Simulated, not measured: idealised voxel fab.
voxel transistor to metal: a process module
Displayed cross-section: cut, width of 180 nm, square cells sized 5 nm.
This document writes a cross-section as a grid whose cells are square, and gives it as bands, listed from the top down; one or more rows of cells form a band.
Heads up on the band format: heights come first, top then bottom, in nm. After that it's the materials left to right, each with its width in nm. A single material flagged "all across" fills the whole band edge to edge, and "blank" means there's empty space there.
It should be noted that heights are counted from 0, beneath which the wafer as supplied is of one material throughout, and that the lowest band possesses no lower boundary but continues downward, as written in "0 nm and below".
A two-number width, for instance "30..40", indicates that the width is equal to the first number in the top row of the band and to the second number in the bottom row, and that it changes by a constant amount per row of cells.
Reading "remained the same" for a step: not a cell of the cross-section changed in it.
Voids not open to the top, 8 cells minimum: see "Enclosed cavities". Written width x height at distance; distance is from the left edge; nm.
Formally, on a step line, whatever follows the settings is a remark that the simulator itself makes on the step.
overlay nm: on a step with a mask, how far right of its planned place the mask lay; negative means left.
So the way this works: pairs, before and after one process step. The after picture only goes down to the lowest band that actually changed, nothing below. Step and its settings are under each pair. And watch out, pairs might come from different runs of this module, same starting wafer though, so a pair only follows on from the one above if its "before" entry tells you so.
BEFORE
* 65 nm to 50 nm | resist: 35 | blank: 15 | resist: 75 | blank: 15 | resist: 40
* 50 nm to 30 nm | lowk all across
* 30 nm to 25 nm | SiN all across
* 25 nm to 15 nm | SiO2: 35 | TiN: 5 | W: 5 | TiN: 5 | SiO2: 75 | TiN: 5 | W: 5 | TiN: 5 | SiO2: 40
* 15 nm to 0 nm | SiO2: 35 | TiN: 5 | W: 5 | TiN: 5 | SiO2: 15 | SiN: 5 | HfO2: 5 | TiN: 5 | W: 15 | TiN: 5 | HfO2: 5 | SiN: 5 | SiO2: 15 | TiN: 5 | W: 5 | TiN: 5 | SiO2: 40
* 0 nm to -5 nm | SiO2: 20 | SiN: 5 | SiO2: 10 | TiN: 15 | SiO2: 15 | SiN: 5 | HfO2: 5 | TiN: 25 | HfO2: 5 | SiN: 5 | SiO2: 15 | TiN: 15 | SiO2: 10 | SiN: 5 | SiO2: 25
* -5 nm to -10 nm | SiO2: 65 | HfO2: 45 | SiO2: 70
* -10 nm to -15 nm | SiO2 all across
* -15 nm to -45 nm | SiO2: 30 | Si: 115 | SiO2: 35
* -45 nm and below | Si all across
* Enclosed cavities: none
AFTER
* 65 nm to 50 nm | resist: 35 | blank: 15 | resist: 75 | blank: 15 | resist: 40
* 50 nm to 30 nm | lowk: 35 | blank: 15 | lowk: 75 | blank: 15 | lowk: 40
* Nothing below the height 30 has changed.
* Enclosed cavities: none
Step that separates the before view from the after view above: DIRECTIONAL_ETCH with etch materials lowk, depth nm 20
before: taken from the pair above, after panel.
AFTER
* 65 nm to 50 nm | resist: 35 | blank: 15 | resist: 75 | blank: 15 | resist: 40
* 50 nm to 30 nm | lowk: 35 | blank: 15 | lowk: 75 | blank: 15 | lowk: 40
* 30 nm to 25 nm | SiN: 35 | blank: 15 | SiN: 75 | blank: 15 | SiN: 40
* Nothing below the height 25 has changed.
* Enclosed cavities: none
Step that separates the before view from the after view above: DIRECTIONAL_ETCH with etch materials SiN, depth nm 5
before: taken from the pair above, after panel.
AFTER
* 50 nm to 30 nm | lowk: 35 | blank: 15 | lowk: 75 | blank: 15 | lowk: 40
* Nothing below the height 30 has changed.
* Enclosed cavities: none
Step that separates the before view from the after view above: STRIP with etch materials resist
before: taken from the pair above, after panel.
AFTER
* 55 nm to 50 nm | TiN: 40 | blank: 5 | TiN: 85 | blank: 5 | TiN: 45
* 50 nm to 30 nm | lowk: 35 | TiN: 5 | blank: 5 | TiN: 5 | lowk: 75 | TiN: 5 | blank: 5 | TiN: 5 | lowk: 40
* 30 nm to 25 nm | SiN: 35 | TiN: 15 | SiN: 75 | TiN: 15 | SiN: 40
* Nothing below the height 25 has changed.
* Enclosed cavities: none
Step that separates the before view from the after view above: CONFORMAL_DEP with material TiN, thk nm 5
before: taken from the pair above, after panel.
AFTER
* 60 nm to 55 nm | Cu all across
* 55 nm to 50 nm | TiN: 40 | Cu: 5 | TiN: 85 | Cu: 5 | TiN: 45
* 50 nm to 30 nm | lowk: 35 | TiN: 5 | Cu: 5 | TiN: 5 | lowk: 75 | TiN: 5 | Cu: 5 | TiN: 5 | lowk: 40
* Nothing below the height 30 has changed.
* Enclosed cavities: none
Step that separates the before view from the after view above: FILL_DEP with material Cu, thk nm 5
before: taken from the pair above, after panel.
AFTER
* 50 nm to 30 nm | lowk: 35 | TiN: 5 | Cu: 5 | TiN: 5 | lowk: 75 | TiN: 5 | Cu: 5 | TiN: 5 | lowk: 40
* Nothing below the height 30 has changed.
* Enclosed cavities: none
Step that separates the before view from the after view above: CMP with height nm 50
before: taken from the pair above, after panel.
AFTER
* 55 nm to 50 nm | blank: 30 | Ru: 25 | blank: 65 | Ru: 25 | blank: 35
* Nothing below the height 50 has changed.
* Enclosed cavities: none
Step that separates the before view from the after view above: EPI with material Ru, thk nm 5
before: taken from the pair above, after panel.
AFTER
* 60 nm to 55 nm | SiCN all across
* 55 nm to 50 nm | SiCN: 30 | Ru: 25 | SiCN: 65 | Ru: 25 | SiCN: 35
* Nothing below the height 50 has changed.
* Enclosed cavities: none
Step that separates the before view from the after view above: FILL_DEP with material SiCN, thk nm 5
BEFORE
* 25 nm to 10 nm | aC all across
* 10 nm to 0 nm | SiN all across
* 0 nm to -5 nm | SiO2 all across
* -5 nm and below | Si all across
* Enclosed cavities: none
AFTER
* 60 nm to 25 nm | blank: 20 | resist: 135 | blank: 25
* Nothing below the height 25 has changed.
* Enclosed cavities: none
Step that separates the before view from the after view above: PATTERN with tone cover, mask id ACTIVE, material resist, width nm 135, thk nm 35, overlay nm 0
before: taken from the pair above, after panel.
AFTER
* 45 nm to 25 nm | blank: 20 | resist: 135 | blank: 25
* 25 nm to 10 nm | blank: 20 | aC: 135 | blank: 25
* Nothing below the height 10 has changed.
* Enclosed cavities: none
Step that separates the before view from the after view above: DIRECTIONAL_ETCH with etch materials aC, depth nm 15
before: taken from the pair above, after panel.
AFTER
* 25 nm to 10 nm | blank: 20 | aC: 135 | blank: 25
* Nothing below the height 10 has changed.
* Enclosed cavities: none
Step that separates the before view from the after view above: STRIP with etch materials resist
before: taken from the pair above, after panel.
AFTER
* 25 nm to 10 nm | blank: 20 | aC: 135 | blank: 25
* 10 nm to 0 nm | blank: 20 | SiN: 135 | blank: 25
* Nothing below the height 0 has changed.
* Enclosed cavities: none
Step that separates the before view from the after view above: DIRECTIONAL_ETCH with etch materials SiN, depth nm 10
before: taken from the pair above, after panel.
AFTER
* 25 nm to 10 nm | blank: 20 | aC: 135 | blank: 25
* 10 nm to 0 nm | blank: 20 | SiN: 135 | blank: 25
* 0 nm to -5 nm | blank: 20 | SiO2: 135 | blank: 25
* Nothing below the height -5 has changed.
* Enclosed cavities: none
Step that separates the before view from the after view above: DIRECTIONAL_ETCH with etch materials SiO2, depth nm 5
before: taken from the pair above, after panel.
AFTER
* 25 nm to 10 nm | blank: 20 | aC: 135 | blank: 25
* 10 nm to 0 nm | blank: 20 | SiN: 135 | blank: 25
* 0 nm to -5 nm | blank: 20 | SiO2: 135 | blank: 25
* -5 nm to -40 nm | blank: 20 | Si: 135 | blank: 25
* Nothing below the height -40 has changed.
* Enclosed cavities: none
Step that separates the before view from the after view above: DIRECTIONAL_ETCH with etch materials Si, depth nm 35
before: taken from the pair above, after panel.
AFTER
* 10 nm to 0 nm | blank: 20 | SiN: 135 | blank: 25
* Nothing below the height 0 has changed.
* Enclosed cavities: none
Step that separates the before view from the after view above: STRIP with etch materials aC
before: taken from the pair above, after panel.
AFTER
* 10 nm to 0 nm | blank: 20 | SiN: 135 | blank: 25
* 0 nm to -5 nm | blank: 20 | SiO2: 135 | blank: 25
* -5 nm to -40 nm | blank: 20 | SiO2: 5 | Si: 125 | SiO2: 5 | blank: 25
* -40 nm to -45 nm | SiO2: 25 | Si: 125 | SiO2: 30
* Nothing below the height -45 has changed.
* Enclosed cavities: none
Step that separates the before view from the after view above: OXIDIZE with depth nm 5
before: taken from the pair above, after panel.
AFTER
* 15 nm to 10 nm | SiO2 all across
* 10 nm to 0 nm | SiO2: 20 | SiN: 135 | SiO2: 25
* 0 nm to -5 nm | SiO2 all across
* -5 nm to -45 nm | SiO2: 25 | Si: 125 | SiO2: 30
* Nothing below the height -45 has changed.
* Enclosed cavities: none
Step that separates the before view from the after view above: FILL_DEP with material SiO2, thk nm 5
before: taken from the pair above, after panel.
AFTER
* 10 nm to 0 nm | SiO2: 20 | SiN: 135 | SiO2: 25
* Nothing below the height 0 has changed.
* Enclosed cavities: none
Step that separates the before view from the after view above: CMP with height nm 10
before: taken from the pair above, after panel.
AFTER
* 10 nm to 5 nm | blank: 20 | SiN: 135 | blank: 25
* Nothing below the height 5 has changed.
* Enclosed cavities: none
Step that separates the before view from the after view above: SELECTIVE_ETCH with etch materials SiO2, depth nm 5
before: taken from the pair above, after panel.
AFTER
* 5 nm to 0 nm | SiO2: 20 | blank: 135 | SiO2: 25
* Nothing below the height 0 has changed.
* Enclosed cavities: none
Step that separates the before view from the after view above: STRIP with etch materials SiN
before: taken from the pair above, after panel.
AFTER
* 0 nm to -5 nm | SiO2: 15 | blank: 145 | SiO2: 20
* Nothing below the height -5 has changed.
* Enclosed cavities: none
Step that separates the before view from the after view above: SELECTIVE_ETCH with etch materials SiO2, depth nm 5
before: taken from the pair above, after panel.
AFTER
* 0 nm to -5 nm | SiO2: 15 | blank: 145 | SiO2: 20
* -5 nm to -10 nm | SiO2 all across
* Nothing below the height -10 has changed.
* Enclosed cavities: none
Step that separates the before view from the after view above: OXIDIZE with depth nm 5
before: taken from the pair above, after panel.
AFTER
* 25 nm to 20 nm | polySi: 15 | blank: 145 | polySi: 20
* 20 nm to 0 nm | polySi all across
* 0 nm to -5 nm | SiO2: 15 | polySi: 145 | SiO2: 20
* Nothing below the height -5 has changed.
* Enclosed cavities: none
Step that separates the before view from the after view above: DIRECTIONAL_DEP with material polySi, thk nm 25
before: taken from the pair above, after panel.
AFTER
* 40 nm to 35 nm | SiCN: 15 | blank: 145 | SiCN: 20
* 35 nm to 25 nm | SiCN all across
* 25 nm to 20 nm | polySi: 15 | SiCN: 145 | polySi: 20
* Nothing below the height 20 has changed.
* Enclosed cavities: none
Step that separates the before view from the after view above: DIRECTIONAL_DEP with material SiCN, thk nm 15
before: taken from the pair above, after panel.
AFTER
* 50 nm to 45 nm | aC: 15 | blank: 145 | aC: 20
* 45 nm to 40 nm | aC all across
* 40 nm to 35 nm | SiCN: 15 | aC: 145 | SiCN: 20
* Nothing below the height 35 has changed.
* Enclosed cavities: none
Step that separates the before view from the after view above: DIRECTIONAL_DEP with material aC, thk nm 10
before: taken from the pair above, after panel.
AFTER
* 80 nm to 50 nm | blank: 70 | resist: 35 | blank: 75
* 50 nm to 45 nm | aC: 15 | blank: 55 | resist: 35 | blank: 55 | aC: 20
* Nothing below the height 45 has changed.
* Enclosed cavities: none
Step that separates the before view from the after view above: PATTERN with tone cover, mask id GATE, material resist, width nm 35, thk nm 30, overlay nm 0
before: taken from the pair above, after panel.
AFTER
* 70 nm to 45 nm | blank: 70 | resist: 35 | blank: 75
* 45 nm to 40 nm | blank: 70 | aC: 35 | blank: 75
* 40 nm to 35 nm | SiCN: 15 | blank: 55 | aC: 35 | blank: 55 | SiCN: 20
* Nothing below the height 35 has changed.
* Enclosed cavities: none
Step that separates the before view from the after view above: DIRECTIONAL_ETCH with etch materials aC, depth nm 10
before: taken from the pair above, after panel.
AFTER
* 45 nm to 40 nm | blank: 70 | aC: 35 | blank: 75
* Nothing below the height 40 has changed.
* Enclosed cavities: none
Step that separates the before view from the after view above: STRIP with etch materials resist
before: taken from the pair above, after panel.
AFTER
* 45 nm to 35 nm | blank: 70 | aC: 35 | blank: 75
* 35 nm to 25 nm | blank: 70 | SiCN: 35 | blank: 75
* 25 nm to 20 nm | polySi: 15 | blank: 55 | SiCN: 35 | blank: 55 | polySi: 20
* Nothing below the height 20 has changed.
* Enclosed cavities: none
Step that separates the before view from the after view above: DIRECTIONAL_ETCH with etch materials SiCN, depth nm 25
before: taken from the pair above, after panel.
AFTER
* 45 nm to 35 nm | blank: 70 | aC: 35 | blank: 75
* 35 nm to 20 nm | blank: 70 | SiCN: 35 | blank: 75
* 20 nm to 0 nm | blank: 70 | polySi: 35 | blank: 75
* 0 nm to -5 nm | SiO2: 15 | blank: 55 | polySi: 35 | blank: 55 | SiO2: 20
* Nothing below the height -5 has changed.
* Enclosed cavities: none
Step that separates the before view from the after view above: DIRECTIONAL_ETCH with etch materials polySi, depth nm 35
before: taken from the pair above, after panel.
AFTER
* 35 nm to 20 nm | blank: 70 | SiCN: 35 | blank: 75
* Nothing below the height 20 has changed.
* Enclosed cavities: none
Step that separates the before view from the after view above: STRIP with etch materials aC
before: taken from the pair above, after panel.
AFTER
* 40 nm to 35 nm | blank: 65 | SiN: 45 | blank: 70
* 35 nm to 20 nm | blank: 65 | SiN: 5 | SiCN: 35 | SiN: 5 | blank: 70
* 20 nm to 5 nm | blank: 65 | SiN: 5 | polySi: 35 | SiN: 5 | blank: 70
* 5 nm to 0 nm | SiN: 20 | blank: 45 | SiN: 5 | polySi: 35 | SiN: 5 | blank: 45 | SiN: 25
* 0 nm to -5 nm | SiO2: 15 | SiN: 55 | polySi: 35 | SiN: 55 | SiO2: 20
* Nothing below the height -5 has changed.
* Enclosed cavities: none
Step that separates the before view from the after view above: CONFORMAL_DEP with material SiN, thk nm 5
before: taken from the pair above, after panel.
AFTER
* 35 nm to 20 nm | blank: 65 | SiN: 5 | SiCN: 35 | SiN: 5 | blank: 70
* 20 nm to 0 nm | blank: 65 | SiN: 5 | polySi: 35 | SiN: 5 | blank: 70
* 0 nm to -5 nm | SiO2: 15 | SiN: 5 | blank: 45 | SiN: 5 | polySi: 35 | SiN: 5 | blank: 45 | SiN: 5 | SiO2: 20
* Nothing below the height -5 has changed.
* Enclosed cavities: none
Step that separates the before view from the after view above: DIRECTIONAL_ETCH with etch materials SiN, depth nm 5
before: taken from the pair above, after panel.
AFTER
* 35 nm to 20 nm | blank: 65 | SiN: 5 | SiCN: 35 | SiN: 5 | blank: 70
* 20 nm to 0 nm | blank: 65 | SiN: 5 | polySi: 35 | SiN: 5 | blank: 70
* 0 nm to -5 nm | blank: 15 | SiN: 5 | blank: 45 | SiN: 5 | polySi: 35 | SiN: 5 | blank: 45 | SiN: 5 | blank: 20
* -5 nm to -10 nm | SiO2: 20 | blank: 45 | SiO2: 45 | blank: 45 | SiO2: 25
* Nothing below the height -10 has changed.
* Enclosed cavities: none
Step that separates the before view from the after view above: DIRECTIONAL_ETCH with etch materials SiO2, depth nm 5
before: taken from the pair above, after panel.
AFTER
* 35 nm to 20 nm | blank: 65 | SiN: 5 | SiCN: 35 | SiN: 5 | blank: 70
* 20 nm to 0 nm | blank: 65 | SiN: 5 | polySi: 35 | SiN: 5 | blank: 70
* 0 nm to -5 nm | blank: 15 | SiN: 5 | blank: 45 | SiN: 5 | polySi: 35 | SiN: 5 | blank: 45 | SiN: 5 | blank: 20
* -5 nm to -10 nm | SiO2: 20 | blank: 45 | SiO2: 45 | blank: 45 | SiO2: 25
* -10 nm to -15 nm | SiO2: 25 | blank: 40 | Si: 45 | blank: 40 | SiO2: 30
* Nothing below the height -15 has changed.
* Enclosed cavities: none
Step that separates the before view from the after view above: DIRECTIONAL_ETCH with etch materials Si, depth nm 5
before: taken from the pair above, after panel.
AFTER
* 35 nm to 20 nm | blank: 65 | SiN: 5 | SiCN: 35 | SiN: 5 | blank: 70
* 20 nm to 0 nm | blank: 65 | SiN: 5 | polySi: 35 | SiN: 5 | blank: 70
* 0 nm to -5 nm | blank: 15 | SiN: 5 | blank: 35 | pSi: 10 | SiN: 5 | polySi: 35 | SiN: 5 | pSi: 10 | blank: 35 | SiN: 5 | blank: 20
* -5 nm to -10 nm | SiO2: 20 | pSi: 45 | SiO2: 45 | pSi: 45 | SiO2: 25
* -10 nm to -15 nm | SiO2: 25 | pSi: 40 | Si: 45 | pSi: 40 | SiO2: 30
* Nothing below the height -15 has changed.
* Enclosed cavities: none
Step that separates the before view from the after view above: EPI with material pSi, thk nm 10
before: taken from the pair above, after panel.
AFTER
* 45 nm to 35 nm | SiO2 all across
* 35 nm to 20 nm | SiO2: 65 | SiN: 5 | SiCN: 35 | SiN: 5 | SiO2: 70
* 20 nm to 0 nm | SiO2: 65 | SiN: 5 | polySi: 35 | SiN: 5 | SiO2: 70
* 0 nm to -5 nm | SiO2: 15 | SiN: 5 | SiO2: 35 | pSi: 10 | SiN: 5 | polySi: 35 | SiN: 5 | pSi: 10 | SiO2: 35 | SiN: 5 | SiO2: 20
* Nothing below the height -5 has changed.
* Enclosed cavities: none
Step that separates the before view from the after view above: FILL_DEP with material SiO2, thk nm 10
before: taken from the pair above, after panel.
AFTER
* 20 nm to 0 nm | SiO2: 65 | SiN: 5 | polySi: 35 | SiN: 5 | SiO2: 70
* Nothing below the height 0 has changed.
* Enclosed cavities: none
Step that separates the before view from the after view above: CMP with height nm 20
before: taken from the pair above, after panel.
AFTER
* 20 nm to 0 nm | SiO2: 65 | SiN: 5 | blank: 35 | SiN: 5 | SiO2: 70
* 0 nm to -5 nm | SiO2: 15 | SiN: 5 | SiO2: 35 | pSi: 10 | SiN: 5 | blank: 35 | SiN: 5 | pSi: 10 | SiO2: 35 | SiN: 5 | SiO2: 20
* Nothing below the height -5 has changed.
* Enclosed cavities: none
Step that separates the before view from the after view above: STRIP with etch materials polySi
before: taken from the pair above, after panel.
AFTER
* 20 nm to 15 nm | blank: 65 | SiN: 5 | blank: 35 | SiN: 5 | blank: 70
* 15 nm to 0 nm | SiO2: 65 | SiN: 5 | blank: 35 | SiN: 5 | SiO2: 70
* 0 nm to -5 nm | SiO2: 15 | SiN: 5 | SiO2: 35 | pSi: 10 | SiN: 5 | blank: 35 | SiN: 5 | pSi: 10 | SiO2: 35 | SiN: 5 | SiO2: 20
* -5 nm to -10 nm | SiO2: 20 | pSi: 45 | blank: 45 | pSi: 45 | SiO2: 25
* Nothing below the height -10 has changed.
* Enclosed cavities: none
Step that separates the before view from the after view above: SELECTIVE_ETCH with etch materials SiO2, depth nm 5
before: taken from the pair above, after panel.
AFTER
* 25 nm to 20 nm | blank: 60 | HfO2: 15 | blank: 25 | HfO2: 15 | blank: 65
* 20 nm to 15 nm | HfO2: 65 | SiN: 5 | HfO2: 5 | blank: 25 | HfO2: 5 | SiN: 5 | HfO2: 70
* 15 nm to 0 nm | SiO2: 65 | SiN: 5 | HfO2: 5 | blank: 25 | HfO2: 5 | SiN: 5 | SiO2: 70
* 0 nm to -5 nm | SiO2: 15 | SiN: 5 | SiO2: 35 | pSi: 10 | SiN: 5 | HfO2: 5 | blank: 25 | HfO2: 5 | SiN: 5 | pSi: 10 | SiO2: 35 | SiN: 5 | SiO2: 20
* -5 nm to -10 nm | SiO2: 20 | pSi: 45 | HfO2: 45 | pSi: 45 | SiO2: 25
* Nothing below the height -10 has changed.
* Enclosed cavities: none
Step that separates the before view from the after view above: CONFORMAL_DEP with material HfO2, thk nm 5
before: taken from the pair above, after panel.
AFTER
* 30 nm to 25 nm | blank: 55 | TiN: 25 | blank: 15 | TiN: 25 | blank: 60
* 25 nm to 20 nm | TiN: 60 | HfO2: 15 | TiN: 5 | blank: 15 | TiN: 5 | HfO2: 15 | TiN: 65
* 20 nm to 15 nm | HfO2: 65 | SiN: 5 | HfO2: 5 | TiN: 5 | blank: 15 | TiN: 5 | HfO2: 5 | SiN: 5 | HfO2: 70
* 15 nm to 0 nm | SiO2: 65 | SiN: 5 | HfO2: 5 | TiN: 5 | blank: 15 | TiN: 5 | HfO2: 5 | SiN: 5 | SiO2: 70
* 0 nm to -5 nm | SiO2: 15 | SiN: 5 | SiO2: 35 | pSi: 10 | SiN: 5 | HfO2: 5 | TiN: 25 | HfO2: 5 | SiN: 5 | pSi: 10 | SiO2: 35 | SiN: 5 | SiO2: 20
* Nothing below the height -5 has changed.
* Enclosed cavities: none
Step that separates the before view from the after view above: CONFORMAL_DEP with material TiN, thk nm 5
before: taken from the pair above, after panel.
AFTER
* 40 nm to 30 nm | W all across
* 30 nm to 25 nm | W: 55 | TiN: 25 | W: 15 | TiN: 25 | W: 60
* 25 nm to 20 nm | TiN: 60 | HfO2: 15 | TiN: 5 | W: 15 | TiN: 5 | HfO2: 15 | TiN: 65
* 20 nm to 15 nm | HfO2: 65 | SiN: 5 | HfO2: 5 | TiN: 5 | W: 15 | TiN: 5 | HfO2: 5 | SiN: 5 | HfO2: 70
* 15 nm to 0 nm | SiO2: 65 | SiN: 5 | HfO2: 5 | TiN: 5 | W: 15 | TiN: 5 | HfO2: 5 | SiN: 5 | SiO2: 70
* Nothing below the height 0 has changed.
* Enclosed cavities: none
Step that separates the before view from the after view above: FILL_DEP with material W, thk nm 10
before: taken from the pair above, after panel.
AFTER
* 15 nm to 0 nm | SiO2: 65 | SiN: 5 | HfO2: 5 | TiN: 5 | W: 15 | TiN: 5 | HfO2: 5 | SiN: 5 | SiO2: 70
* Nothing below the height 0 has changed.
* Enclosed cavities: none
Step that separates the before view from the after view above: CMP with height nm 15
before: taken from the pair above, after panel.
AFTER
* 25 nm to 15 nm | SiO2 all across
* Nothing below the height 15 has changed.
* Enclosed cavities: none
Step that separates the before view from the after view above: DIRECTIONAL_DEP with material SiO2, thk nm 10
before: taken from the pair above, after panel.
AFTER
* 25 nm to 15 nm | SiO2: 35 | blank: 15 | SiO2: 75 | blank: 15 | SiO2: 40
* 15 nm to 0 nm | SiO2: 35 | blank: 15 | SiO2: 15 | SiN: 5 | HfO2: 5 | TiN: 5 | W: 15 | TiN: 5 | HfO2: 5 | SiN: 5 | SiO2: 15 | blank: 15 | SiO2: 40
* 0 nm to -5 nm | SiO2: 15 | SiN: 5 | SiO2: 15 | blank: 15 | SiO2: 5 | pSi: 10 | SiN: 5 | HfO2: 5 | TiN: 25 | HfO2: 5 | SiN: 5 | pSi: 10 | SiO2: 5 | blank: 15 | SiO2: 15 | SiN: 5 | SiO2: 20
* Nothing below the height -5 has changed.
* Enclosed cavities: none
Step that separates the before view from the after view above: MASKED_ETCH with tone open, mask id CONTACT, width nm 15, pitch nm 90, etch materials SiO2, depth nm 30, overlay nm 0
before: taken from the pair above, after panel.
AFTER
* 30 nm to 25 nm | TiN: 40 | blank: 5 | TiN: 85 | blank: 5 | TiN: 45
* 25 nm to 15 nm | SiO2: 35 | TiN: 5 | blank: 5 | TiN: 5 | SiO2: 75 | TiN: 5 | blank: 5 | TiN: 5 | SiO2: 40
* 15 nm to 0 nm | SiO2: 35 | TiN: 5 | blank: 5 | TiN: 5 | SiO2: 15 | SiN: 5 | HfO2: 5 | TiN: 5 | W: 15 | TiN: 5 | HfO2: 5 | SiN: 5 | SiO2: 15 | TiN: 5 | blank: 5 | TiN: 5 | SiO2: 40
* 0 nm to -5 nm | SiO2: 15 | SiN: 5 | SiO2: 15 | TiN: 15 | SiO2: 5 | pSi: 10 | SiN: 5 | HfO2: 5 | TiN: 25 | HfO2: 5 | SiN: 5 | pSi: 10 | SiO2: 5 | TiN: 15 | SiO2: 15 | SiN: 5 | SiO2: 20
* Nothing below the height -5 has changed.
* Enclosed cavities: none
Step that separates the before view from the after view above: CONFORMAL_DEP with material TiN, thk nm 5
before: taken from the pair above, after panel.
AFTER
* 35 nm to 30 nm | W all across
* 30 nm to 25 nm | TiN: 40 | W: 5 | TiN: 85 | W: 5 | TiN: 45
* 25 nm to 15 nm | SiO2: 35 | TiN: 5 | W: 5 | TiN: 5 | SiO2: 75 | TiN: 5 | W: 5 | TiN: 5 | SiO2: 40
* 15 nm to 0 nm | SiO2: 35 | TiN: 5 | W: 5 | TiN: 5 | SiO2: 15 | SiN: 5 | HfO2: 5 | TiN: 5 | W: 15 | TiN: 5 | HfO2: 5 | SiN: 5 | SiO2: 15 | TiN: 5 | W: 5 | TiN: 5 | SiO2: 40
* Nothing below the height 0 has changed.
* Enclosed cavities: none
Step that separates the before view from the after view above: FILL_DEP with material W, thk nm 5
before: taken from the pair above, after panel.
AFTER
* 25 nm to 15 nm | SiO2: 35 | TiN: 5 | W: 5 | TiN: 5 | SiO2: 75 | TiN: 5 | W: 5 | TiN: 5 | SiO2: 40
* Nothing below the height 15 has changed.
* Enclosed cavities: none
Step that separates the before view from the after view above: CMP with height nm 25
before: taken from the pair above, after panel.
AFTER
* 30 nm to 25 nm | SiN all across
* Nothing below the height 25 has changed.
* Enclosed cavities: none
Step that separates the before view from the after view above: CONFORMAL_DEP with material SiN, thk nm 5
before: taken from the pair above, after panel.
AFTER
* 50 nm to 30 nm | lowk all across
* Nothing below the height 30 has changed.
* Enclosed cavities: none
Step that separates the before view from the after view above: DIRECTIONAL_DEP with material lowk, thk nm 20
before: taken from the pair above, after panel.
AFTER
* 65 nm to 50 nm | resist: 35 | blank: 15 | resist: 75 | blank: 15 | resist: 40
* Nothing below the height 50 has changed.
* Enclosed cavities: none
Step that separates the before view from the after view above: PATTERN with tone open, mask id METAL_1, material resist, width nm 15, pitch nm 90, thk nm 15, overlay nm 0
before: taken from the pair above, after panel.
AFTER
* 65 nm to 50 nm | resist: 35 | blank: 15 | resist: 75 | blank: 15 | resist: 40
* 50 nm to 30 nm | lowk: 35 | blank: 15 | lowk: 75 | blank: 15 | lowk: 40
* Nothing below the height 30 has changed.
* Enclosed cavities: none
Step that separates the before view from the after view above: DIRECTIONAL_ETCH with etch materials lowk, depth nm 20
before: taken from the pair above, after panel.
AFTER
* 65 nm to 50 nm | resist: 35 | blank: 15 | resist: 75 | blank: 15 | resist: 40
* 50 nm to 30 nm | lowk: 35 | blank: 15 | lowk: 75 | blank: 15 | lowk: 40
* 30 nm to 25 nm | SiN: 35 | blank: 15 | SiN: 75 | blank: 15 | SiN: 40
* Nothing below the height 25 has changed.
* Enclosed cavities: none
Step that separates the before view from the after view above: DIRECTIONAL_ETCH with etch materials SiN, depth nm 5
before: taken from the pair above, after panel.
AFTER
* 50 nm to 30 nm | lowk: 35 | blank: 15 | lowk: 75 | blank: 15 | lowk: 40
* Nothing below the height 30 has changed.
* Enclosed cavities: none
Step that separates the before view from the after view above: STRIP with etch materials resist
before: taken from the pair above, after panel.
AFTER
* 55 nm to 50 nm | TiN: 40 | blank: 5 | TiN: 85 | blank: 5 | TiN: 45
* 50 nm to 30 nm | lowk: 35 | TiN: 5 | blank: 5 | TiN: 5 | lowk: 75 | TiN: 5 | blank: 5 | TiN: 5 | lowk: 40
* 30 nm to 25 nm | SiN: 35 | TiN: 15 | SiN: 75 | TiN: 15 | SiN: 40
* Nothing below the height 25 has changed.
* Enclosed cavities: none
Step that separates the before view from the after view above: CONFORMAL_DEP with material TiN, thk nm 5
before: taken from the pair above, after panel.
AFTER
* 60 nm to 55 nm | Cu all across
* 55 nm to 50 nm | TiN: 40 | Cu: 5 | TiN: 85 | Cu: 5 | TiN: 45
* 50 nm to 30 nm | lowk: 35 | TiN: 5 | Cu: 5 | TiN: 5 | lowk: 75 | TiN: 5 | Cu: 5 | TiN: 5 | lowk: 40
* Nothing below the height 30 has changed.
* Enclosed cavities: none
Step that separates the before view from the after view above: FILL_DEP with material Cu, thk nm 5
before: taken from the pair above, after panel.
AFTER
* 50 nm to 30 nm | lowk: 35 | TiN: 5 | Cu: 5 | TiN: 5 | lowk: 75 | TiN: 5 | Cu: 5 | TiN: 5 | lowk: 40
* Nothing below the height 30 has changed.
* Enclosed cavities: none
Step that separates the before view from the after view above: CMP with height nm 50
before: taken from the pair above, after panel.
AFTER
* 55 nm to 50 nm | blank: 30 | Ru: 25 | blank: 65 | Ru: 25 | blank: 35
* Nothing below the height 50 has changed.
* Enclosed cavities: none
Step that separates the before view from the after view above: EPI with material Ru, thk nm 5
before: taken from the pair above, after panel.
AFTER
* 60 nm to 55 nm | SiCN all across
* 55 nm to 50 nm | SiCN: 30 | Ru: 25 | SiCN: 65 | Ru: 25 | SiCN: 35
* Nothing below the height 50 has changed.
* Enclosed cavities: none
Step that separates the before view from the after view above: FILL_DEP with material SiCN, thk nm 5
BEFORE
* 25 nm to 10 nm | aC all across
* 10 nm to 0 nm | SiN all across
* 0 nm to -5 nm | SiO2 all across
* -5 nm and below | Si all across
* Enclosed cavities: none
AFTER
* 60 nm to 25 nm | blank: 30 | resist: 125 | blank: 25
* Nothing below the height 25 has changed.
* Enclosed cavities: none
Step that separates the before view from the after view above: PATTERN with tone cover, mask id ACTIVE, material resist, width nm 125, thk nm 35, overlay nm 5
before: taken from the pair above, after panel.
AFTER
* 45 nm to 25 nm | blank: 30 | resist: 125 | blank: 25
* 25 nm to 10 nm | blank: 30 | aC: 125 | blank: 25
* Nothing below the height 10 has changed.
* Enclosed cavities: none
Step that separates the before view from the after view above: DIRECTIONAL_ETCH with etch materials aC, depth nm 15
before: taken from the pair above, after panel.
AFTER
* 25 nm to 10 nm | blank: 30 | aC: 125 | blank: 25
* Nothing below the height 10 has changed.
* Enclosed cavities: none
Step that separates the before view from the after view above: STRIP with etch materials resist
before: taken from the pair above, after panel.
AFTER
* 25 nm to 10 nm | blank: 30 | aC: 125 | blank: 25
* 10 nm to 0 nm | blank: 30 | SiN: 125 | blank: 25
* Nothing below the height 0 has changed.
* Enclosed cavities: none
Step that separates the before view from the after view above: DIRECTIONAL_ETCH with etch materials SiN, depth nm 10
before: taken from the pair above, after panel.
AFTER
* 25 nm to 10 nm | blank: 30 | aC: 125 | blank: 25
* 10 nm to 0 nm | blank: 30 | SiN: 125 | blank: 25
* 0 nm to -5 nm | blank: 30 | SiO2: 125 | blank: 25
* Nothing below the height -5 has changed.
* Enclosed cavities: none
Step that separates the before view from the after view above: DIRECTIONAL_ETCH with etch materials SiO2, depth nm 5
before: taken from the pair above, after panel.
AFTER
* 25 nm to 10 nm | blank: 30 | aC: 125 | blank: 25
* 10 nm to 0 nm | blank: 30 | SiN: 125 | blank: 25
* 0 nm to -5 nm | blank: 30 | SiO2: 125 | blank: 25
* -5 nm to -40 nm | blank: 30 | Si: 125 | blank: 25
* Nothing below the height -40 has changed.
* Enclosed cavities: none
Step that separates the before view from the after view above: DIRECTIONAL_ETCH with etch materials Si, depth nm 35
